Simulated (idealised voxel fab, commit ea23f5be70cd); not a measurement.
This is a process module. Its name is voxel gate over fins.
The width of the displayed cross-section, cut, is 150 nm; its cells are square, with a size of 5 nm.
Format of a cross-section: grid, square cells. Given as bands. Order: top down. Band: one or more rows of cells.
Look at the band entry: it leads with the top's height and the bottom's height in nm. Then it lists the materials left to right, with a width in nm for each. The word "everywhere" on a single material says that material fills the band edge to edge. The word "blank" is empty space.
Heights are measured from 0, the level below which the as-received wafer is all one material; the lowest band has no bottom and continues downward, written as in "0 down".
The width entry "30..40" should be interpreted row by row: the top row of cells in the band takes the first number, the bottom row takes the second number, and the change between adjacent rows is uniform throughout.
Step note "identical to before" = no cross-section cell changed.
For the entry "Unvented cavities", the listed items are empty spaces with no open way to the top whose size is 8 cells or more; each item follows the pattern width x height at distance, where distance is from the left edge and all three are in nm.
Formally, on a step line, whatever follows the settings is a remark that the simulator itself makes on the step.
Each step line may optionally specify "overlay nm", which for a step with a mask gives the rightward distance between the mask's planned place and where it lay, a negative value indicating the leftward direction.
[Planned process steps]
| 1 | RECEIVE [material Si] |
| 2 | CONFORMAL_DEP [material SiN] [thk nm 5] |
| 3 | DIRECTIONAL_DEP [material aC] [thk nm 10] |
| 4 | PATTERN [tone cover] [mask id FINS] [material resist] [width nm 15] [pitch nm 40] [thk nm 25] [overlay nm 0] |
| 5 | DIRECTIONAL_ETCH [etch materials aC] [depth nm 10] |
| 6 | STRIP [etch materials resist] |
| 7 | DIRECTIONAL_ETCH [etch materials SiN] [depth nm 5] |
| 8 | DIRECTIONAL_ETCH [etch materials Si] [depth nm 30] |
| 9 | STRIP [etch materials aC] |
| 10 | FILL_DEP [material SiO2] [thk nm 10] |
| 11 | CMP [height nm 5] |
| 12 | SELECTIVE_ETCH [etch materials SiO2] [depth nm 15] |
| 13 | STRIP [etch materials SiN] |
| 14 | CONFORMAL_DEP [material HfO2] [thk nm 5] |
| 15 | CONFORMAL_DEP [material TiN] [thk nm 5] |
| 16 | FILL_DEP [material W] [thk nm 10] |
| 17 | CMP [height nm 15] |
| 18 | CONFORMAL_DEP [material SiN] [thk nm 5] |
[Wafer at receipt (post step 1), cross-section]
    0 down: Si everywhere
    Unvented cavities: none
[Wafer cross-section at module end: first of two, run to plan]
    20 to 15: SiN everywhere
    15 to 10: W everywhere
    10 to 5: W: 35; TiN: 35; W: 5; TiN: 35; W: 40
    5 to 0: W: 35; TiN: 5; HfO2: 25; TiN: 5; W: 5; TiN: 5; HfO2: 25; TiN: 5; W: 40
    0 to -5: TiN: 40; HfO2: 5; Si: 15; HfO2: 5; TiN: 15; HfO2: 5; Si: 15; HfO2: 5; TiN: 45
    -5 to -10: HfO2: 45; Si: 15; HfO2: 25; Si: 15; HfO2: 50
    -10 to -30: SiO2: 45; Si: 15; SiO2: 25; Si: 15; SiO2: 50
    -30 down: Si everywhere
    Unvented cavities: none
[Second of two wafers, module complete, sectioned: it shares the first wafer's start and plan but was run with one mistake]
    20 to 15: SiN everywhere
    15 to 5: W everywhere
    5 to 0: W: 40; TiN: 25; W: 15; TiN: 25; W: 45
    0 to -5: W: 40; TiN: 5; Si: 15; TiN: 5; W: 15; TiN: 5; Si: 15; TiN: 5; W: 45
    -5 to -10: TiN: 45; Si: 15; TiN: 25; Si: 15; TiN: 50
    -10 to -30: SiO2: 45; Si: 15; SiO2: 25; Si: 15; SiO2: 50
    -30 down: Si everywhere
    Unvented cavities: none
In executing the process, a mistake was made relative to the plan: step 14 of the plan: omitted, not performed
The final cell counts differ between the wafers, with the second having more or fewer of some materials than the first: HfO2: 38 fewer; W: 38 more
